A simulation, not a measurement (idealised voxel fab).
The process module presented herein is designated voxel transistor to metal.
Square cell edge 5 nm, section width 285 nm, ID cut.
Cross-section, as written here: a square-cell grid given band by band from the top down, where a band holds one or more rows of cells.
Within each band entry, the heights of the top and of the bottom of the band appear first, in that order and in nm; the materials of the band then follow from left to right, each with its corresponding width in nm. The designation "everywhere" on a single material indicates that it fills the band from edge to edge; the designation "air" indicates empty space.
Measure heights from 0. That's the level where, below it, the as-received wafer is all one material. The lowest band is bottomless and extends downward; write it as in "0 nm and below".
A two-number width, for instance "30..40", indicates that the width is equal to the first number in the top row of the band and to the second number in the bottom row, and that it changes by a constant amount per row of cells.
Reading "nothing altered" for a step: not a cell of the cross-section changed in it.
If an empty space has no open way to the top and is at least 8 cells in size, "Trapped voids" lists it, written width x height at distance, where distance is measured from the left edge and every value is in nm.
Step line, after settings: the simulator's comment on this step.
Steps that use a mask can have "overlay nm" on their line. It says how far the mask sat to the right of where it was meant to be. Negative means to the left.
This section lists the process steps that were planned
step 1: RECEIVE, material Si
step 2: CONFORMAL_DEP, material SiO2, thk nm 5
step 3: CONFORMAL_DEP, material SiN, thk nm 10
step 4: PATTERN, tone cover, mask id ACTIVE, material resist, width nm 100, pitch nm 135, thk nm 20, overlay nm 0
step 5: DIRECTIONAL_ETCH, etch materials SiN, depth nm 10
step 6: DIRECTIONAL_ETCH, etch materials SiO2, depth nm 5
step 7: DIRECTIONAL_ETCH, etch materials Si, depth nm 25
step 8: STRIP, etch materials resist
step 9: FILL_DEP, material SiO2, thk nm 5
step 10: CMP, height nm 15
step 11: SELECTIVE_ETCH, etch materials SiO2, depth nm 5
step 12: STRIP, etch materials SiN
step 13: SELECTIVE_ETCH, etch materials SiO2, depth nm 5
step 14: OXIDIZE, depth nm 5
step 15: DIRECTIONAL_DEP, material polySi, thk nm 30
step 16: DIRECTIONAL_DEP, material SiCN, thk nm 10
step 17: MASKED_ETCH, tone cover, mask id GATE, width nm 20, pitch nm 135, etch materials SiCN, depth nm 20, overlay nm 0
step 18: MASKED_ETCH, tone cover, mask id GATE, width nm 20, pitch nm 135, etch materials polySi, depth nm 40, overlay nm 0
step 19: CONFORMAL_DEP, material SiO2, thk nm 5
step 20: DIRECTIONAL_ETCH, etch materials SiO2, depth nm 5
step 21: CONFORMAL_DEP, material SiN, thk nm 10
step 22: DIRECTIONAL_ETCH, etch materials SiN, depth nm 10
step 23: DIRECTIONAL_ETCH, etch materials SiO2, depth nm 5
step 24: EPI, material SiGe, thk nm 5
step 25: FILL_DEP, material SiO2, thk nm 5
step 26: CMP, height nm 40
step 27: DIRECTIONAL_DEP, material SiO2, thk nm 15
step 28: PATTERN, tone open, mask id CONTACT, material resist, width nm 30, thk nm 20, overlay nm 0
step 29: DIRECTIONAL_ETCH, etch materials SiO2, depth nm 55
step 30: STRIP, etch materials resist
step 31: CONFORMAL_DEP, material TiN, thk nm 5
step 32: FILL_DEP, material W, thk nm 5
step 33: CMP, height nm 55
step 34: DIRECTIONAL_DEP, material TiN, thk nm 5
step 35: DIRECTIONAL_DEP, material Ru, thk nm 25
step 36: PATTERN, tone cover, mask id METAL_1, material resist, width nm 20, thk nm 15, overlay nm 0
step 37: DIRECTIONAL_ETCH, etch materials Ru, depth nm 25
step 38: DIRECTIONAL_ETCH, etch materials TiN, depth nm 5
step 39: STRIP, etch materials resist
step 40: FILL_DEP, material SiO2, thk nm 5
step 41: CMP, height nm 85
step 42: CONFORMAL_DEP, material SiCN, thk nm 5
It is noted that the wafers described herein are identical at the outset and are distinguished by the width nm of step 4; the value stated in the plan corresponds to the first wafer.
The first of several wafers in cross-section, exactly as it reached us after step 1
> 0 nm and below = Si everywhere
> Trapped voids: none
Once step 42, the last step, is complete, the module is at its end; this is the cross-section of the first of several wafers
> 90 nm to 85 nm = SiCN everywhere
> 85 nm to 60 nm = 30 of SiO2; 20 of Ru; 50 of SiO2; 20 of Ru; 45 of SiO2; 20 of Ru; 50 of SiO2; 20 of Ru; 30 of SiO2
> 60 nm to 55 nm = 30 of SiO2; 20 of TiN; 50 of SiO2; 20 of TiN; 45 of SiO2; 20 of TiN; 50 of SiO2; 20 of TiN; 30 of SiO2
> 55 nm to 45 nm = 30 of SiO2; 5 of TiN; 20 of W; 5 of TiN; 30 of SiO2; 5 of TiN; 20 of W; 5 of TiN; 45 of SiO2; 5 of TiN; 20 of W; 5 of TiN; 30 of SiO2; 5 of TiN; 20 of W; 5 of TiN; 30 of SiO2
> 45 nm to 40 nm = 30 of SiO2; 5 of TiN; 10 of W; 15 of TiN; 30 of SiO2; 15 of TiN; 10 of W; 5 of TiN; 45 of SiO2; 5 of TiN; 10 of W; 15 of TiN; 30 of SiO2; 15 of TiN; 10 of W; 5 of TiN; 30 of SiO2
> 40 nm to 30 nm = 30 of SiO2; 5 of TiN; 10 of W; 5 of TiN; 10 of SiN; 5 of SiO2; 20 of SiCN; 5 of SiO2; 10 of SiN; 5 of TiN; 10 of W; 5 of TiN; 45 of SiO2; 5 of TiN; 10 of W; 5 of TiN; 10 of SiN; 5 of SiO2; 20 of SiCN; 5 of SiO2; 10 of SiN; 5 of TiN; 10 of W; 5 of TiN; 30 of SiO2
> 30 nm to 10 nm = 30 of SiO2; 5 of TiN; 10 of W; 5 of TiN; 10 of SiN; 5 of SiO2; 20 of polySi; 5 of SiO2; 10 of SiN; 5 of TiN; 10 of W; 5 of TiN; 45 of SiO2; 5 of TiN; 10 of W; 5 of TiN; 10 of SiN; 5 of SiO2; 20 of polySi; 5 of SiO2; 10 of SiN; 5 of TiN; 10 of W; 5 of TiN; 30 of SiO2
> 10 nm to 5 nm = 30 of SiO2; 10 of TiN; 5 of W; 5 of TiN; 10 of SiN; 5 of SiO2; 20 of polySi; 5 of SiO2; 10 of SiN; 5 of TiN; 5 of W; 10 of TiN; 45 of SiO2; 10 of TiN; 5 of W; 5 of TiN; 10 of SiN; 5 of SiO2; 20 of polySi; 5 of SiO2; 10 of SiN; 5 of TiN; 5 of W; 10 of TiN; 30 of SiO2
> 5 nm to 0 nm = 25 of SiO2; 10 of SiN; 15 of TiN; 10 of SiN; 5 of SiO2; 20 of polySi; 5 of SiO2; 10 of SiN; 15 of TiN; 10 of SiN; 35 of SiO2; 10 of SiN; 15 of TiN; 10 of SiN; 5 of SiO2; 20 of polySi; 5 of SiO2; 10 of SiN; 15 of TiN; 10 of SiN; 25 of SiO2
> 0 nm to -5 nm = 35 of SiO2; 15 of SiGe; 50 of SiO2; 15 of SiGe; 55 of SiO2; 15 of SiGe; 50 of SiO2; 15 of SiGe; 35 of SiO2
> -5 nm to -25 nm = 25 of SiO2; 100 of Si; 35 of SiO2; 100 of Si; 25 of SiO2
> -25 nm and below = Si everywhere
> Trapped voids: none
Cross-section, module end, final of several wafers
> 90 nm to 85 nm = SiCN everywhere
> 85 nm to 60 nm = 30 of SiO2; 20 of Ru; 50 of SiO2; 20 of Ru; 45 of SiO2; 20 of Ru; 50 of SiO2; 20 of Ru; 30 of SiO2
> 60 nm to 55 nm = 30 of SiO2; 20 of TiN; 50 of SiO2; 20 of TiN; 45 of SiO2; 20 of TiN; 50 of SiO2; 20 of TiN; 30 of SiO2
> 55 nm to 45 nm = 30 of SiO2; 5 of TiN; 20 of W; 5 of TiN; 30 of SiO2; 5 of TiN; 20 of W; 5 of TiN; 45 of SiO2; 5 of TiN; 20 of W; 5 of TiN; 30 of SiO2; 5 of TiN; 20 of W; 5 of TiN; 30 of SiO2
> 45 nm to 40 nm = 30 of SiO2; 5 of TiN; 10 of W; 15 of TiN; 30 of SiO2; 15 of TiN; 10 of W; 5 of TiN; 45 of SiO2; 5 of TiN; 10 of W; 15 of TiN; 30 of SiO2; 15 of TiN; 10 of W; 5 of TiN; 30 of SiO2
> 40 nm to 30 nm = 30 of SiO2; 5 of TiN; 10 of W; 5 of TiN; 10 of SiN; 5 of SiO2; 20 of SiCN; 5 of SiO2; 10 of SiN; 5 of TiN; 10 of W; 5 of TiN; 45 of SiO2; 5 of TiN; 10 of W; 5 of TiN; 10 of SiN; 5 of SiO2; 20 of SiCN; 5 of SiO2; 10 of SiN; 5 of TiN; 10 of W; 5 of TiN; 30 of SiO2
> 30 nm to 5 nm = 30 of SiO2; 5 of TiN; 10 of W; 5 of TiN; 10 of SiN; 5 of SiO2; 20 of polySi; 5 of SiO2; 10 of SiN; 5 of TiN; 10 of W; 5 of TiN; 45 of SiO2; 5 of TiN; 10 of W; 5 of TiN; 10 of SiN; 5 of SiO2; 20 of polySi; 5 of SiO2; 10 of SiN; 5 of TiN; 10 of W; 5 of TiN; 30 of SiO2
> 5 nm to 0 nm = 15 of SiO2; 10 of SiN; 5 of SiO2; 20 of TiN; 10 of SiN; 5 of SiO2; 20 of polySi; 5 of SiO2; 10 of SiN; 20 of TiN; 5 of SiO2; 10 of SiN; 15 of SiO2; 10 of SiN; 5 of SiO2; 20 of TiN; 10 of SiN; 5 of SiO2; 20 of polySi; 5 of SiO2; 10 of SiN; 20 of TiN; 5 of SiO2; 10 of SiN; 15 of SiO2
> 0 nm to -5 nm = 25 of SiO2; 25 of SiGe; 50 of SiO2; 25 of SiGe; 35 of SiO2; 25 of SiGe; 50 of SiO2; 25 of SiGe; 25 of SiO2
> -5 nm to -25 nm = 15 of SiO2; 120 of Si; 15 of SiO2; 120 of Si; 15 of SiO2
> -25 nm and below = Si everywhere
> Trapped voids: none
The table below has one row for each wafer; a row shows, as of the end of the module, how many cells of each material the wafer has gained, marked (+), or lost, marked (-), since it was received, and then the wafer's closed voids
width nm 100, +80 Ru, -125 Si, +73 SiCN, +12 SiGe, +72 SiN, +654 SiO2, +120 TiN, +92 W, +48 polySi, Trapped voids: none
width nm 105, +80 Ru, -117 Si, +73 SiCN, +14 SiGe, +72 SiN, +642 SiO2, +120 TiN, +94 W, +48 polySi, Trapped voids: none
width nm 110, +80 Ru, -109 Si, +73 SiCN, +16 SiGe, +72 SiN, +630 SiO2, +120 TiN, +96 W, +48 polySi, Trapped voids: none
width nm 115, +80 Ru, -101 Si, +73 SiCN, +18 SiGe, +72 SiN, +620 SiO2, +120 TiN, +96 W, +48 polySi, Trapped voids: none
width nm 120, +80 Ru, -93 Si, +73 SiCN, +20 SiGe, +72 SiN, +610 SiO2, +120 TiN, +96 W, +48 polySi, Trapped voids: none
